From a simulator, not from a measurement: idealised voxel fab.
process module | voxel self aligned contacts
cross-section cut | 250 nm wide | cells 5 nm
A cross-section is a grid of square cells, given in bands from the top down. A band is one or more rows of cells.
Each band's line starts with the height of the band's top and of its bottom, in nm. Then come its materials from left to right, each with its width in nm. One material with "throughout" fills the band from edge to edge. "air" is empty space.
Height 0 is the level under which the wafer as received is all one material. The lowest band goes on downwards, as in "0 down".
A width such as "30 to 40" changes by the same amount from each row of cells to the next, from the band's top row to its bottom row.
"no change" after a step means that no cell of the cross-section changed.
closed voids: empty space of 8 cells or more with no open way to the top, each as width x height at its distance from the left edge, in nm
after a step's settings: what the simulator itself notes on the step
overlay nm, on a step with a mask: how far to the right of its planned place the mask lay; to the left if negative
plan
1 op RECEIVE | material Si
2 op OXIDIZE | depth nm 5
3 op DIRECTIONAL_DEP | material polySi | thk nm 25
4 op DIRECTIONAL_DEP | material SiN | thk nm 20
5 op DIRECTIONAL_DEP | material aC | thk nm 15
6 op PATTERN | tone cover | mask id GATE | material resist | width nm 30 | pitch nm 75 | thk nm 30 | overlay nm 0
7 op DIRECTIONAL_ETCH | etch materials aC | depth nm 15
8 op STRIP | etch materials resist
9 op DIRECTIONAL_ETCH | etch materials SiN | depth nm 20
10 op DIRECTIONAL_ETCH | etch materials polySi | depth nm 25
11 op STRIP | etch materials aC
12 op CONFORMAL_DEP | material SiN | thk nm 10
13 op DIRECTIONAL_ETCH | etch materials SiN | depth nm 10
14 op FILL_DEP | material SiO2 | thk nm 15
15 op CMP | height nm 55
16 op DIRECTIONAL_DEP | material aC | thk nm 15
17 op PATTERN | tone open | mask id CONTACT | material resist | width nm 55 | thk nm 30 | overlay nm 0
18 op DIRECTIONAL_ETCH | etch materials aC | depth nm 15
19 op STRIP | etch materials resist
20 op DIRECTIONAL_ETCH | etch materials SiO2 | depth nm 60
21 op STRIP | etch materials aC
22 op CONFORMAL_DEP | material TiN | thk nm 5
23 op FILL_DEP | material W | thk nm 5
24 op CMP | height nm 55
25 op CONFORMAL_DEP | material SiCN | thk nm 5
as received, after step 1
  0 down: Si throughout
  closed voids: none
a wafer at the end: this start, this plan, one mistake
  60 to 55: SiCN throughout
  55 to 45: SiO2 95 | TiN 5 to 20 | W 45 to 15 | TiN 5 to 20 | SiO2 100
  45 to 25: SiO2 60 | SiN 50 | TiN 5 | W 15 | TiN 5 | SiN 50 | SiO2 65
  25 to 15: SiO2 60 | SiN 10 | polySi 30 | SiN 10 | TiN 5 | W 15 | TiN 5 | SiN 10 | polySi 30 | SiN 10 | SiO2 65
  15 to 10: SiO2 60 | SiN 10 | polySi 30 | SiN 10 | TiN 25 | SiN 10 | polySi 30 | SiN 10 | SiO2 65
  10 to 0: polySi throughout
  0 to -5: SiO2 throughout
  -5 down: Si throughout
  closed voids: none
what went wrong: step 10 ran as: op DIRECTIONAL_ETCH | etch materials polySi | depth nm 15
